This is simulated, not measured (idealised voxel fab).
The process module presented herein is designated voxel transistor to metal.
Section shown: cut. Width: 290 nm. Cell size: 5 nm, square.
The cross-sections in this document take the form of a grid made of square cells. They are written out as bands, in order from top to bottom. Each band consists of one or more rows of cells. Heights first: top, then bottom, in nm. Then materials, left to right, each with a width in nm. "throughout" on a single material: fills the band edge to edge. "air": empty space. Note: height 0 marks the level under which the wafer is uniformly one material as received. Lowest band unbounded below, written "from 0 down". Top row gets the first number, bottom row gets the second, and each row in between changes by the same step: that is how a band width like "30->40" works. Step marked "remained the same"? Then no cell in the cross-section changed in it. Basically, "Voids, enclosed" tells you about the enclosed voids: empty spaces with no open way to the top, 8 cells or bigger, each written width x height at distance, where distance is from the left edge, all in nm. That trailing text on a step's line, after the settings, is the simulator's own remark on the step. The line of a step may include "overlay nm". On a step with a mask, this value is how far to the right of its planned place the mask lay. A negative value means the mask lay to the left.
Listed below are the process steps as planned
| 1 | RECEIVE,material Si |
| 2 | OXIDIZE,depth nm 5 |
| 3 | CONFORMAL_DEP,material SiN,thk nm 10 |
| 4 | DIRECTIONAL_DEP,material aC,thk nm 10 |
| 5 | PATTERN,tone cover,mask id ACTIVE,material resist,width nm 100,pitch nm 125,thk nm 30,overlay nm 0 |
| 6 | DIRECTIONAL_ETCH,etch materials aC,depth nm 10 |
| 7 | STRIP,etch materials resist |
| 8 | DIRECTIONAL_ETCH,etch materials SiN,depth nm 10 |
| 9 | DIRECTIONAL_ETCH,etch materials SiO2,depth nm 5 |
| 10 | DIRECTIONAL_ETCH,etch materials Si,depth nm 20 |
| 11 | STRIP,etch materials aC |
| 12 | OXIDIZE,depth nm 5 |
| 13 | FILL_DEP,material SiO2,thk nm 5 |
| 14 | CMP,height nm 10 |
| 15 | SELECTIVE_ETCH,etch materials SiO2,depth nm 5 |
| 16 | STRIP,etch materials SiN |
| 17 | SELECTIVE_ETCH,etch materials SiO2,depth nm 5 |
| 18 | OXIDIZE,depth nm 5 |
| 19 | DIRECTIONAL_DEP,material polySi,thk nm 30 |
| 20 | DIRECTIONAL_DEP,material SiCN,thk nm 10 |
| 21 | MASKED_ETCH,tone cover,mask id GATE,width nm 30,pitch nm 125,etch materials SiCN,depth nm 20,overlay nm 0 |
| 22 | MASKED_ETCH,tone cover,mask id GATE,width nm 30,pitch nm 125,etch materials polySi,depth nm 40,overlay nm 0 |
| 23 | CONFORMAL_DEP,material SiN,thk nm 5 |
| 24 | DIRECTIONAL_ETCH,etch materials SiN,depth nm 5 |
| 25 | DIRECTIONAL_ETCH,etch materials SiO2,depth nm 5 |
| 26 | DIRECTIONAL_ETCH,etch materials Si,depth nm 10 |
| 27 | EPI,material SiGe,thk nm 10 |
| 28 | FILL_DEP,material SiO2,thk nm 5 |
| 29 | CMP,height nm 25 |
| 30 | STRIP,etch materials polySi |
| 31 | SELECTIVE_ETCH,etch materials SiO2,depth nm 5 |
| 32 | CONFORMAL_DEP,material HfO2,thk nm 5 |
| 33 | CONFORMAL_DEP,material TiN,thk nm 5 |
| 34 | FILL_DEP,material W,thk nm 5 |
| 35 | CMP,height nm 20 |
| 36 | DIRECTIONAL_DEP,material SiO2,thk nm 10 |
| 37 | DIRECTIONAL_DEP,material aC,thk nm 15 |
| 38 | PATTERN,tone open,mask id CONTACT,material resist,width nm 15,thk nm 30,overlay nm 0 |
| 39 | DIRECTIONAL_ETCH,etch materials aC,depth nm 15 |
| 40 | STRIP,etch materials resist |
| 41 | DIRECTIONAL_ETCH,etch materials SiO2,depth nm 40 |
| 42 | STRIP,etch materials aC |
| 43 | CONFORMAL_DEP,material TiN,thk nm 5 |
| 44 | FILL_DEP,material Ru,thk nm 5 |
| 45 | CMP,height nm 30 |
| 46 | CONFORMAL_DEP,material SiN,thk nm 5 |
| 47 | DIRECTIONAL_DEP,material lowk,thk nm 25 |
| 48 | PATTERN,tone open,mask id METAL_1,material resist,width nm 15,thk nm 20,overlay nm 0 |
| 49 | DIRECTIONAL_ETCH,etch materials lowk,depth nm 25 |
| 50 | DIRECTIONAL_ETCH,etch materials SiN,depth nm 5 |
| 51 | STRIP,etch materials resist |
| 52 | CONFORMAL_DEP,material TiN,thk nm 5 |
| 53 | FILL_DEP,material Cu,thk nm 5 |
| 54 | CMP,height nm 60 |
| 55 | CONFORMAL_DEP,material SiN,thk nm 5 |
As-received wafer cross-section (after step 1)
    from 0 down | Si throughout
    Voids, enclosed: none
First wafer of two, sectioned at end of module; run went per plan
    from 65 to 60 | SiN throughout
    from 60 to 35 | 35 of lowk; 5 of TiN; 5 of Cu; 5 of TiN; 60 of lowk; 5 of TiN; 5 of Cu; 5 of TiN; 35 of lowk; 5 of TiN; 5 of Cu; 5 of TiN; 60 of lowk; 5 of TiN; 5 of Cu; 5 of TiN; 40 of lowk
    from 35 to 30 | 35 of SiN; 15 of TiN; 60 of SiN; 15 of TiN; 35 of SiN; 15 of TiN; 60 of SiN; 15 of TiN; 40 of SiN
    from 30 to 20 | 35 of SiO2; 5 of TiN; 5 of Ru; 5 of TiN; 60 of SiO2; 5 of TiN; 5 of Ru; 5 of TiN; 35 of SiO2; 5 of TiN; 5 of Ru; 5 of TiN; 60 of SiO2; 5 of TiN; 5 of Ru; 5 of TiN; 40 of SiO2
    from 20 to 0 | 35 of SiO2; 5 of TiN; 5 of Ru; 5 of TiN; 10 of SiO2; 5 of SiN; 5 of HfO2; 5 of TiN; 10 of W; 5 of TiN; 5 of HfO2; 5 of SiN; 10 of SiO2; 5 of TiN; 5 of Ru; 5 of TiN; 35 of SiO2; 5 of TiN; 5 of Ru; 5 of TiN; 10 of SiO2; 5 of SiN; 5 of HfO2; 5 of TiN; 10 of W; 5 of TiN; 5 of HfO2; 5 of SiN; 10 of SiO2; 5 of TiN; 5 of Ru; 5 of TiN; 40 of SiO2
    from 0 to -5 | 25 of SiO2; 5 of SiN; 5 of SiO2; 5 of TiN; 5 of Ru; 5 of TiN; 10 of SiGe; 5 of SiN; 5 of HfO2; 20 of TiN; 5 of HfO2; 5 of SiN; 10 of SiGe; 5 of TiN; 5 of Ru; 5 of TiN; 5 of SiO2; 5 of SiN; 15 of SiO2; 5 of SiN; 5 of SiO2; 5 of TiN; 5 of Ru; 5 of TiN; 10 of SiGe; 5 of SiN; 5 of HfO2; 20 of TiN; 5 of HfO2; 5 of SiN; 10 of SiGe; 5 of TiN; 5 of Ru; 5 of TiN; 5 of SiO2; 5 of SiN; 30 of SiO2
    from -5 to -10 | 35 of SiO2; 15 of TiN; 10 of SiGe; 40 of HfO2; 10 of SiGe; 15 of TiN; 35 of SiO2; 15 of TiN; 10 of SiGe; 40 of HfO2; 10 of SiGe; 15 of TiN; 40 of SiO2
    from -10 to -20 | 35 of SiO2; 25 of SiGe; 40 of Si; 25 of SiGe; 35 of SiO2; 25 of SiGe; 40 of Si; 25 of SiGe; 40 of SiO2
    from -20 to -30 | 35 of SiO2; 90 of Si; 35 of SiO2; 90 of Si; 40 of SiO2
    from -30 down | Si throughout
    Voids, enclosed: none
This is the second of the two wafers, cross-sectioned at the end of the module; it started exactly like the first and was given the same plan, but it was run with one mistake
    from 65 to 60 | SiN throughout
    from 60 to 55 | 35 of SiN; 15 of TiN; 60 of SiN; 15 of TiN; 35 of SiN; 15 of TiN; 60 of SiN; 15 of TiN; 40 of SiN
    from 55 to 30 | lowk throughout
    from 30 to 20 | 35 of SiO2; 5 of TiN; 5 of Ru; 5 of TiN; 60 of SiO2; 5 of TiN; 5 of Ru; 5 of TiN; 35 of SiO2; 5 of TiN; 5 of Ru; 5 of TiN; 60 of SiO2; 5 of TiN; 5 of Ru; 5 of TiN; 40 of SiO2
    from 20 to 0 | 35 of SiO2; 5 of TiN; 5 of Ru; 5 of TiN; 10 of SiO2; 5 of SiN; 5 of HfO2; 5 of TiN; 10 of W; 5 of TiN; 5 of HfO2; 5 of SiN; 10 of SiO2; 5 of TiN; 5 of Ru; 5 of TiN; 35 of SiO2; 5 of TiN; 5 of Ru; 5 of TiN; 10 of SiO2; 5 of SiN; 5 of HfO2; 5 of TiN; 10 of W; 5 of TiN; 5 of HfO2; 5 of SiN; 10 of SiO2; 5 of TiN; 5 of Ru; 5 of TiN; 40 of SiO2
    from 0 to -5 | 25 of SiO2; 5 of SiN; 5 of SiO2; 5 of TiN; 5 of Ru; 5 of TiN; 10 of SiGe; 5 of SiN; 5 of HfO2; 20 of TiN; 5 of HfO2; 5 of SiN; 10 of SiGe; 5 of TiN; 5 of Ru; 5 of TiN; 5 of SiO2; 5 of SiN; 15 of SiO2; 5 of SiN; 5 of SiO2; 5 of TiN; 5 of Ru; 5 of TiN; 10 of SiGe; 5 of SiN; 5 of HfO2; 20 of TiN; 5 of HfO2; 5 of SiN; 10 of SiGe; 5 of TiN; 5 of Ru; 5 of TiN; 5 of SiO2; 5 of SiN; 30 of SiO2
    from -5 to -10 | 35 of SiO2; 15 of TiN; 10 of SiGe; 40 of HfO2; 10 of SiGe; 15 of TiN; 35 of SiO2; 15 of TiN; 10 of SiGe; 40 of HfO2; 10 of SiGe; 15 of TiN; 40 of SiO2
    from -10 to -20 | 35 of SiO2; 25 of SiGe; 40 of Si; 25 of SiGe; 35 of SiO2; 25 of SiGe; 40 of Si; 25 of SiGe; 40 of SiO2
    from -20 to -30 | 35 of SiO2; 90 of Si; 35 of SiO2; 90 of Si; 40 of SiO2
    from -30 down | Si throughout
    Voids, enclosed: none
Short version of what went wrong: so 46 and 47 got swapped relative to the plan, each ran where the other was supposed to
Cell-count delta at end, second wafer over first, by material: 20 fewer of Cu | 40 fewer of TiN | 60 more of lowk
